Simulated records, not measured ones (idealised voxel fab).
The following is a process module called voxel tone inversion.
The cross-section shown here is cut; it is 145 nm wide and divided into square cells measuring 5 nm on a side.
Reading order for cross-sections: top band down to bottom band. Underlying form: a grid of square cells. Band size: one or more rows of cells.
In this notation a band is specified by the heights of its top and bottom, in that order and in nm, after which its materials appear from left to right, each paired with its width in nm. The word "all across" attached to a single material means that material fills the band from edge to edge; the word "empty" stands for empty space.
Note: height 0 marks the level under which the wafer is uniformly one material as received. Lowest band unbounded below, written "0 down".
Read "30..40" as a graded width: first number on top, second number at the bottom, same change between each pair of neighbouring rows.
The designation "remains unaltered", where it is given for a processing step, indicates that no cell of the cross-section was altered in the course of that step.
If an empty space has no open way to the top and is at least 8 cells in size, "Closed cavity list" lists it, written width x height at distance, where distance is measured from the left edge and every value is in nm.
Note: text after step settings on the step line = simulator remark on that step.
You can add "overlay nm" to a step's line. For a step with a mask, it describes how far the mask lay to the right of its planned position, and a negative number describes a lay to the left.

### The planned process steps are enumerated hereunder
1: RECEIVE with material Si
2: CONFORMAL_DEP with material SiCN, thk nm 10
3: DIRECTIONAL_DEP with material polySi, thk nm 15
4: PATTERN with tone cover, mask id POSTS, material resist, width nm 20, pitch nm 40, thk nm 25, overlay nm 0
5: DIRECTIONAL_ETCH with etch materials polySi, depth nm 15
6: STRIP with etch materials resist
7: FILL_DEP with material lowk, thk nm 5
8: CMP with height nm 15
9: STRIP with etch materials polySi
10: CONFORMAL_DEP with material TiN, thk nm 5
11: FILL_DEP with material Cu, thk nm 10
12: CMP with height nm 25
13: CONFORMAL_DEP with material SiN, thk nm 5
Across this set of wafers, the varied parameter is the height nm of step 8. Starting conditions are identical for every wafer, and the plan reports the value assigned to the first wafer.

### The first of several wafers in cross-section, exactly as it reached us after step 1
	0 down = Si all across
	Closed cavity list: none

### Module end state after final step 13: cross-section of the first of several wafers
	30 to 25 = SiN all across
	25 to 20 = Cu all across
	20 to 15 = 25 TiN, then 10 Cu, then 30 TiN, then 10 Cu, then 30 TiN, then 10 Cu, then 30 TiN
	15 to 10 = 20 lowk, then 20 TiN, then 20 lowk, then 20 TiN, then 20 lowk, then 20 TiN, then 25 lowk
	10 to 0 = SiCN all across
	0 down = Si all across
	Closed cavity list: none

### Cross-section of the last wafer at end of module
	30 to 25 = SiN all across
	25 to 10 = 20 lowk, then 20 polySi, then 20 lowk, then 20 polySi, then 20 lowk, then 20 polySi, then 25 lowk
	10 to 0 = SiCN all across
	0 down = Si all across
	Closed cavity list: none

### Quick key for the table: a row per wafer, taken at the end of the module. For each material it tells you how many cells the wafer gained (+) or lost (-) since it came in, and the closed voids come after
height nm 15 | +35 Cu | +58 SiCN | +29 SiN | +35 TiN | +17 lowk | Closed cavity list: none
height nm 20 | +12 Cu | +58 SiCN | +29 SiN | +41 TiN | +34 lowk | Closed cavity list: none
height nm 25 | +12 Cu | +58 SiCN | +29 SiN | +24 TiN | +51 lowk | Closed cavity list: none
height nm 30 | +58 SiCN | +29 SiN | +51 lowk | +36 polySi | Closed cavity list: none
